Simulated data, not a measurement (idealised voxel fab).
The following is a process module called voxel self aligned contacts.
In the cross-section labelled cut, the width is 170 nm and each square cell is 5 nm.
A cross-section in this document is a grid of square cells, and it is written down as bands, the top band listed before the ones below it; a band is made up of one or more rows of cells. Quick guide to a band line: top height, bottom height (nm) up front; then every material left to right with its width in nm. Only one material and it's marked "everywhere"? Then it fills the band edge to edge. And "air" just means empty space. Zero point of the height axis is 0; under it, received wafer = one material. Lowest band: continues down indefinitely, "0 and below". With a width like "30..40", each row of cells in the band differs from the next by the same amount, the top row carrying the first number and the bottom row the second. Step note "all unchanged" = no cross-section cell changed. The list in "Closed void catalog" covers empty spaces of 8 cells or more that cannot reach the top through any open way, and it gives each as width x height at distance; the distance is from the left edge, and width, height and distance are in nm. It should be noted that, on the line of a given step, the content following the step's settings is a remark produced by the simulator itself with respect to that step. A step line may carry the setting "overlay nm", which, for steps involving a mask, states the distance by which the mask lay to the right of its intended position; negative values denote displacement to the left.

**Process steps - plan**
1. RECEIVE: material Si
2. CONFORMAL_DEP: material SiO2, thk nm 5
3. DIRECTIONAL_DEP: material polySi, thk nm 30
4. DIRECTIONAL_DEP: material SiN, thk nm 15
5. MASKED_ETCH: tone cover, mask id GATE, width nm 25, pitch nm 50, etch materials SiN, depth nm 15, overlay nm 0
6. MASKED_ETCH: tone cover, mask id GATE, width nm 25, pitch nm 50, etch materials polySi, depth nm 30, overlay nm 0
7. CONFORMAL_DEP: material SiN, thk nm 5
8. DIRECTIONAL_ETCH: etch materials SiN, depth nm 5
9. FILL_DEP: material SiO2, thk nm 15
10. CMP: height nm 60
11. DIRECTIONAL_DEP: material aC, thk nm 10
12. PATTERN: tone open, mask id CONTACT, material resist, width nm 35, pitch nm 50, thk nm 30, overlay nm 0
13. DIRECTIONAL_ETCH: etch materials aC, depth nm 10
14. STRIP: etch materials resist
15. DIRECTIONAL_ETCH: etch materials SiO2, depth nm 60
16. STRIP: etch materials aC
17. CONFORMAL_DEP: material TiN, thk nm 5
18. FILL_DEP: material Ru, thk nm 5
19. CMP: height nm 60
20. CONFORMAL_DEP: material SiCN, thk nm 5

**The first wafer of two, processed as planned**

**Incoming wafer, cross-sectional view, post step 1**
0 and below | Si everywhere
Closed void catalog: none

**So this is the wafer cross-section right after step 2**
5 down to 0 | SiO2 everywhere
Below 0, the layers are the same as they were.

**So this is the wafer cross-section right after step 3**
35 down to 5 | polySi everywhere
Below 5, the layers are the same as they were.

**So this is the wafer cross-section right after step 4**
50 down to 35 | SiN everywhere
Below 35, the layers are the same as they were.

**So this is the wafer cross-section right after step 5**
50 down to 35 | 20 nm air; 25 nm SiN; 25 nm air; 25 nm SiN; 25 nm air; 25 nm SiN; 25 nm air
Below 35, the layers are the same as they were.

**So this is the wafer cross-section right after step 6**
50 down to 35 | 20 nm air; 25 nm SiN; 25 nm air; 25 nm SiN; 25 nm air; 25 nm SiN; 25 nm air
35 down to 5 | 20 nm air; 25 nm polySi; 25 nm air; 25 nm polySi; 25 nm air; 25 nm polySi; 25 nm air
Below 5, the layers are the same as they were.

**So this is the wafer cross-section right after step 7**
55 down to 35 | 15 nm air; 35 nm SiN; 15 nm air; 35 nm SiN; 15 nm air; 35 nm SiN; 20 nm air
35 down to 10 | 15 nm air; 5 nm SiN; 25 nm polySi; 5 nm SiN; 15 nm air; 5 nm SiN; 25 nm polySi; 5 nm SiN; 15 nm air; 5 nm SiN; 25 nm polySi; 5 nm SiN; 20 nm air
10 down to 5 | 20 nm SiN; 25 nm polySi; 25 nm SiN; 25 nm polySi; 25 nm SiN; 25 nm polySi; 25 nm SiN
Below 5, the layers are the same as they were.

**So this is the wafer cross-section right after step 8**
50 down to 35 | 15 nm air; 35 nm SiN; 15 nm air; 35 nm SiN; 15 nm air; 35 nm SiN; 20 nm air
35 down to 5 | 15 nm air; 5 nm SiN; 25 nm polySi; 5 nm SiN; 15 nm air; 5 nm SiN; 25 nm polySi; 5 nm SiN; 15 nm air; 5 nm SiN; 25 nm polySi; 5 nm SiN; 20 nm air
Below 5, the layers are the same as they were.

**So this is the wafer cross-section right after step 9**
65 down to 50 | SiO2 everywhere
50 down to 35 | 15 nm SiO2; 35 nm SiN; 15 nm SiO2; 35 nm SiN; 15 nm SiO2; 35 nm SiN; 20 nm SiO2
35 down to 5 | 15 nm SiO2; 5 nm SiN; 25 nm polySi; 5 nm SiN; 15 nm SiO2; 5 nm SiN; 25 nm polySi; 5 nm SiN; 15 nm SiO2; 5 nm SiN; 25 nm polySi; 5 nm SiN; 20 nm SiO2
Below 5, the layers are the same as they were.

**So this is the wafer cross-section right after step 10**
60 down to 50 | SiO2 everywhere
Below 50, the layers are the same as they were.

**So this is the wafer cross-section right after step 11**
70 down to 60 | aC everywhere
Below 60, the layers are the same as they were.

**So this is the wafer cross-section right after step 12**
100 down to 70 | 40 nm resist; 35 nm air; 15 nm resist; 35 nm air; 45 nm resist
Below 70, the layers are the same as they were.

**So this is the wafer cross-section right after step 13**
90 down to 70 | 40 nm resist; 35 nm air; 15 nm resist; 35 nm air; 45 nm resist
70 down to 60 | 40 nm aC; 35 nm air; 15 nm aC; 35 nm air; 45 nm aC
Below 60, the layers are the same as they were.

**So this is the wafer cross-section right after step 14**
70 down to 60 | 40 nm aC; 35 nm air; 15 nm aC; 35 nm air; 45 nm aC
Below 60, the layers are the same as they were.

**So this is the wafer cross-section right after step 15**
70 down to 60 | 40 nm aC; 35 nm air; 15 nm aC; 35 nm air; 45 nm aC
60 down to 50 | 40 nm SiO2; 35 nm air; 15 nm SiO2; 35 nm air; 45 nm SiO2
50 down to 35 | 15 nm SiO2; 35 nm SiN; 15 nm air; 35 nm SiN; 15 nm air; 35 nm SiN; 20 nm SiO2
35 down to 5 | 15 nm SiO2; 5 nm SiN; 25 nm polySi; 5 nm SiN; 15 nm air; 5 nm SiN; 25 nm polySi; 5 nm SiN; 15 nm air; 5 nm SiN; 25 nm polySi; 5 nm SiN; 20 nm SiO2
5 down to 0 | 50 nm SiO2; 15 nm air; 35 nm SiO2; 15 nm air; 55 nm SiO2
Below 0, the layers are the same as they were.

**So this is the wafer cross-section right after step 16**
60 down to 50 | 40 nm SiO2; 35 nm air; 15 nm SiO2; 35 nm air; 45 nm SiO2
Below 50, the layers are the same as they were.

**So this is the wafer cross-section right after step 17**
65 down to 60 | 45 nm TiN; 25 nm air; 25 nm TiN; 25 nm air; 50 nm TiN
60 down to 50 | 40 nm SiO2; 5..15 nm TiN; 25..5 nm air; 5..15 nm TiN; 15 nm SiO2; 5..15 nm TiN; 25..5 nm air; 5..15 nm TiN; 45 nm SiO2
50 down to 35 | 15 nm SiO2; 35 nm SiN; 5 nm TiN; 5 nm air; 5 nm TiN; 35 nm SiN; 5 nm TiN; 5 nm air; 5 nm TiN; 35 nm SiN; 20 nm SiO2
35 down to 5 | 15 nm SiO2; 5 nm SiN; 25 nm polySi; 5 nm SiN; 5 nm TiN; 5 nm air; 5 nm TiN; 5 nm SiN; 25 nm polySi; 5 nm SiN; 5 nm TiN; 5 nm air; 5 nm TiN; 5 nm SiN; 25 nm polySi; 5 nm SiN; 20 nm SiO2
5 down to 0 | 50 nm SiO2; 15 nm TiN; 35 nm SiO2; 15 nm TiN; 55 nm SiO2
Below 0, the layers are the same as they were.

**So this is the wafer cross-section right after step 18**
70 down to 65 | Ru everywhere
65 down to 60 | 45 nm TiN; 25 nm Ru; 25 nm TiN; 25 nm Ru; 50 nm TiN
60 down to 50 | 40 nm SiO2; 5..15 nm TiN; 25..5 nm Ru; 5..15 nm TiN; 15 nm SiO2; 5..15 nm TiN; 25..5 nm Ru; 5..15 nm TiN; 45 nm SiO2
50 down to 35 | 15 nm SiO2; 35 nm SiN; 5 nm TiN; 5 nm Ru; 5 nm TiN; 35 nm SiN; 5 nm TiN; 5 nm Ru; 5 nm TiN; 35 nm SiN; 20 nm SiO2
35 down to 5 | 15 nm SiO2; 5 nm SiN; 25 nm polySi; 5 nm SiN; 5 nm TiN; 5 nm Ru; 5 nm TiN; 5 nm SiN; 25 nm polySi; 5 nm SiN; 5 nm TiN; 5 nm Ru; 5 nm TiN; 5 nm SiN; 25 nm polySi; 5 nm SiN; 20 nm SiO2
Below 5, the layers are the same as they were.

**So this is the wafer cross-section right after step 19**
60 down to 50 | 40 nm SiO2; 5..15 nm TiN; 25..5 nm Ru; 5..15 nm TiN; 15 nm SiO2; 5..15 nm TiN; 25..5 nm Ru; 5..15 nm TiN; 45 nm SiO2
Below 50, the layers are the same as they were.

**So this is the wafer cross-section right after step 20**
65 down to 60 | SiCN everywhere
Below 60, the layers are the same as they were.

**It is to be noted that the second wafer proceeded from the same initial state and according to the same plan as the first, although one mistake was committed in its execution; through step 6, inclusive, the two wafers share an identical history**

**Cross-section of the second wafer corresponding to the planned conclusion of step 7**
45 down to 35 | 20 nm air; 25 nm SiN; 25 nm air; 25 nm SiN; 25 nm air; 25 nm SiN; 25 nm air
Below 35, the layers are the same as they were.

**Cross-section of the second wafer corresponding to the planned conclusion of step 8**
50 down to 35 | 15 nm air; 35 nm SiN; 15 nm air; 35 nm SiN; 15 nm air; 35 nm SiN; 20 nm air
35 down to 10 | 15 nm air; 5 nm SiN; 25 nm polySi; 5 nm SiN; 15 nm air; 5 nm SiN; 25 nm polySi; 5 nm SiN; 15 nm air; 5 nm SiN; 25 nm polySi; 5 nm SiN; 20 nm air
10 down to 5 | 20 nm SiN; 25 nm polySi; 25 nm SiN; 25 nm polySi; 25 nm SiN; 25 nm polySi; 25 nm SiN
Below 5, the layers are the same as they were.

**Cross-section of the second wafer corresponding to the planned conclusion of step 9**
65 down to 50 | SiO2 everywhere
50 down to 35 | 15 nm SiO2; 35 nm SiN; 15 nm SiO2; 35 nm SiN; 15 nm SiO2; 35 nm SiN; 20 nm SiO2
35 down to 10 | 15 nm SiO2; 5 nm SiN; 25 nm polySi; 5 nm SiN; 15 nm SiO2; 5 nm SiN; 25 nm polySi; 5 nm SiN; 15 nm SiO2; 5 nm SiN; 25 nm polySi; 5 nm SiN; 20 nm SiO2
Below 10, the layers are the same as they were.

**Cross-section of the second wafer corresponding to the planned conclusion of step 10**
60 down to 50 | SiO2 everywhere
Below 50, the layers are the same as they were.

**Cross-section of the second wafer corresponding to the planned conclusion of step 11**
70 down to 60 | aC everywhere
Below 60, the layers are the same as they were.

**Cross-section of the second wafer corresponding to the planned conclusion of step 12**
100 down to 70 | 40 nm resist; 35 nm air; 15 nm resist; 35 nm air; 45 nm resist
Below 70, the layers are the same as they were.

**Cross-section of the second wafer corresponding to the planned conclusion of step 13**
90 down to 70 | 40 nm resist; 35 nm air; 15 nm resist; 35 nm air; 45 nm resist
70 down to 60 | 40 nm aC; 35 nm air; 15 nm aC; 35 nm air; 45 nm aC
Below 60, the layers are the same as they were.

**Cross-section of the second wafer corresponding to the planned conclusion of step 14**
70 down to 60 | 40 nm aC; 35 nm air; 15 nm aC; 35 nm air; 45 nm aC
Below 60, the layers are the same as they were.

**Cross-section of the second wafer corresponding to the planned conclusion of step 15**
70 down to 60 | 40 nm aC; 35 nm air; 15 nm aC; 35 nm air; 45 nm aC
60 down to 50 | 40 nm SiO2; 35 nm air; 15 nm SiO2; 35 nm air; 45 nm SiO2
50 down to 35 | 15 nm SiO2; 35 nm SiN; 15 nm air; 35 nm SiN; 15 nm air; 35 nm SiN; 20 nm SiO2
35 down to 10 | 15 nm SiO2; 5 nm SiN; 25 nm polySi; 5 nm SiN; 15 nm air; 5 nm SiN; 25 nm polySi; 5 nm SiN; 15 nm air; 5 nm SiN; 25 nm polySi; 5 nm SiN; 20 nm SiO2
Below 10, the layers are the same as they were.

**Cross-section of the second wafer corresponding to the planned conclusion of step 16**
60 down to 50 | 40 nm SiO2; 35 nm air; 15 nm SiO2; 35 nm air; 45 nm SiO2
Below 50, the layers are the same as they were.

**Cross-section of the second wafer corresponding to the planned conclusion of step 17**
65 down to 60 | 45 nm TiN; 25 nm air; 25 nm TiN; 25 nm air; 50 nm TiN
60 down to 50 | 40 nm SiO2; 5..15 nm TiN; 25..5 nm air; 5..15 nm TiN; 15 nm SiO2; 5..15 nm TiN; 25..5 nm air; 5..15 nm TiN; 45 nm SiO2
50 down to 35 | 15 nm SiO2; 35 nm SiN; 5 nm TiN; 5 nm air; 5 nm TiN; 35 nm SiN; 5 nm TiN; 5 nm air; 5 nm TiN; 35 nm SiN; 20 nm SiO2
35 down to 15 | 15 nm SiO2; 5 nm SiN; 25 nm polySi; 5 nm SiN; 5 nm TiN; 5 nm air; 5 nm TiN; 5 nm SiN; 25 nm polySi; 5 nm SiN; 5 nm TiN; 5 nm air; 5 nm TiN; 5 nm SiN; 25 nm polySi; 5 nm SiN; 20 nm SiO2
15 down to 10 | 15 nm SiO2; 5 nm SiN; 25 nm polySi; 5 nm SiN; 15 nm TiN; 5 nm SiN; 25 nm polySi; 5 nm SiN; 15 nm TiN; 5 nm SiN; 25 nm polySi; 5 nm SiN; 20 nm SiO2
Below 10, the layers are the same as they were.

**Cross-section of the second wafer corresponding to the planned conclusion of step 18**
70 down to 65 | Ru everywhere
65 down to 60 | 45 nm TiN; 25 nm Ru; 25 nm TiN; 25 nm Ru; 50 nm TiN
60 down to 50 | 40 nm SiO2; 5..15 nm TiN; 25..5 nm Ru; 5..15 nm TiN; 15 nm SiO2; 5..15 nm TiN; 25..5 nm Ru; 5..15 nm TiN; 45 nm SiO2
50 down to 35 | 15 nm SiO2; 35 nm SiN; 5 nm TiN; 5 nm Ru; 5 nm TiN; 35 nm SiN; 5 nm TiN; 5 nm Ru; 5 nm TiN; 35 nm SiN; 20 nm SiO2
35 down to 15 | 15 nm SiO2; 5 nm SiN; 25 nm polySi; 5 nm SiN; 5 nm TiN; 5 nm Ru; 5 nm TiN; 5 nm SiN; 25 nm polySi; 5 nm SiN; 5 nm TiN; 5 nm Ru; 5 nm TiN; 5 nm SiN; 25 nm polySi; 5 nm SiN; 20 nm SiO2
Below 15, the layers are the same as they were.

**Cross-section of the second wafer corresponding to the planned conclusion of step 19**
60 down to 50 | 40 nm SiO2; 5..15 nm TiN; 25..5 nm Ru; 5..15 nm TiN; 15 nm SiO2; 5..15 nm TiN; 25..5 nm Ru; 5..15 nm TiN; 45 nm SiO2
Below 50, the layers are the same as they were.

**Cross-section of the second wafer corresponding to the planned conclusion of step 20**
65 down to 60 | SiCN everywhere
Below 60, the layers are the same as they were.
Misprocessing identified: plan vs actual: 7 and 8 interchanged
Bottom line after processing is that, in cells, the second wafer is up or down on some materials versus the first: 4 fewer of Ru; 13 more of SiN; 1 fewer of SiO2; 8 fewer of TiN
